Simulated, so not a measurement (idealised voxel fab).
This section sets out a process module, namely voxel self aligned contacts.
The cross-section shown here is cut; it is 260 nm wide and divided into square cells measuring 5 nm on a side.
Think of the cross-section as a grid of square cells. We describe it in bands, top to bottom, and each band covers one or more rows of those cells. Per band: top height and bottom height in nm, followed by the left-to-right materials and their widths in nm; "full width" marks a single material spanning edge to edge, "air" marks empty space. Counting heights begins at 0, where everything beneath is, in the wafer as received, one material. The lowest band has no bottom; it goes on downwards, as "from 0 down" shows. Width: "30..40" (first number = top row, second number = bottom row, same change from row to row of cells). "all unchanged" -> step changed no cross-section cell. Empty spaces without an open route to the top, at least 8 cells in extent, make up the entry "Enclosed void catalog"; each is given as width x height at distance, where the distance is measured from the left edge, and all are in nm. The remark found on a step's line after its settings is issued by the simulator itself and pertains to that step. overlay nm: on a step with a mask, how far right of its planned place the mask lay; negative means left.
**The following list gives the planned process steps**
1: RECEIVE (material Si)
2: CONFORMAL_DEP (material SiO2; thk nm 5)
3: DIRECTIONAL_DEP (material polySi; thk nm 25)
4: DIRECTIONAL_DEP (material SiN; thk nm 20)
5: DIRECTIONAL_DEP (material aC; thk nm 10)
6: PATTERN (tone cover; mask id GATE; material resist; width nm 15; pitch nm 70; thk nm 25; overlay nm 0)
7: DIRECTIONAL_ETCH (etch materials aC; depth nm 10)
8: STRIP (etch materials resist)
9: DIRECTIONAL_ETCH (etch materials SiN; depth nm 20)
10: DIRECTIONAL_ETCH (etch materials polySi; depth nm 25)
11: STRIP (etch materials aC)
12: CONFORMAL_DEP (material SiN; thk nm 10)
13: DIRECTIONAL_ETCH (etch materials SiN; depth nm 10)
14: FILL_DEP (material SiO2; thk nm 15)
15: CMP (height nm 55)
16: MASKED_ETCH (tone open; mask id CONTACT; width nm 55; etch materials SiO2; depth nm 55; overlay nm 0)
17: CONFORMAL_DEP (material TiN; thk nm 5)
18: FILL_DEP (material W; thk nm 5)
19: CMP (height nm 55)
20: CONFORMAL_DEP (material SiCN; thk nm 5)
The wafers in this document start out alike and differ in the width nm applied at step 6; the plan shows the value used for the first wafer.
**Cross-section of the first incoming wafer of several, state after step 1**
- from 0 down | Si full width
- Enclosed void catalog: none
**first wafer at the end, after step 20**
- from 60 to 55 | SiCN full width
- from 55 to 50 | SiO2: 100, then TiN: 15, then W: 25, then TiN: 15, then SiO2: 105
- from 50 to 30 | SiO2: 75, then SiN: 35, then TiN: 5, then W: 25, then TiN: 5, then SiN: 35, then SiO2: 80
- from 30 to 5 | SiO2: 75, then SiN: 10, then polySi: 15, then SiN: 10, then TiN: 5, then W: 25, then TiN: 5, then SiN: 10, then polySi: 15, then SiN: 10, then SiO2: 80
- from 5 to 0 | SiO2: 110, then TiN: 35, then SiO2: 115
- from 0 down | Si full width
- Enclosed void catalog: none
**The last wafer as seen in cross-section at the end of the module**
- from 60 to 55 | SiCN full width
- from 55 to 50 | SiO2: 100, then TiN: 55, then SiO2: 105
- from 50 to 30 | SiO2: 65, then SiN: 60, then TiN: 10, then SiN: 60, then SiO2: 65
- from 30 to 5 | SiO2: 65, then SiN: 10, then polySi: 40, then SiN: 10, then TiN: 10, then SiN: 10, then polySi: 40, then SiN: 10, then SiO2: 65
- from 5 to 0 | SiO2: 125, then TiN: 10, then SiO2: 125
- from 0 down | Si full width
- Enclosed void catalog: none
**Tabulated below, wafer by wafer, are the end-of-module results: for each material, the number of cells gained (+) or lost (-) relative to the as-received state, followed by the closed voids**
width nm 15, +52 SiCN, +96 SiN, +365 SiO2, +31 TiN, +50 W, +30 polySi, Enclosed void catalog: none
width nm 20, +52 SiCN, +104 SiN, +357 SiO2, +31 TiN, +40 W, +40 polySi, Enclosed void catalog: none
width nm 25, +52 SiCN, +112 SiN, +349 SiO2, +31 TiN, +30 W, +50 polySi, Enclosed void catalog: none
width nm 30, +52 SiCN, +120 SiN, +341 SiO2, +31 TiN, +20 W, +60 polySi, Enclosed void catalog: none
width nm 35, +52 SiCN, +128 SiN, +333 SiO2, +31 TiN, +10 W, +70 polySi, Enclosed void catalog: none
width nm 40, +52 SiCN, +136 SiN, +325 SiO2, +31 TiN, +80 polySi, Enclosed void catalog: none
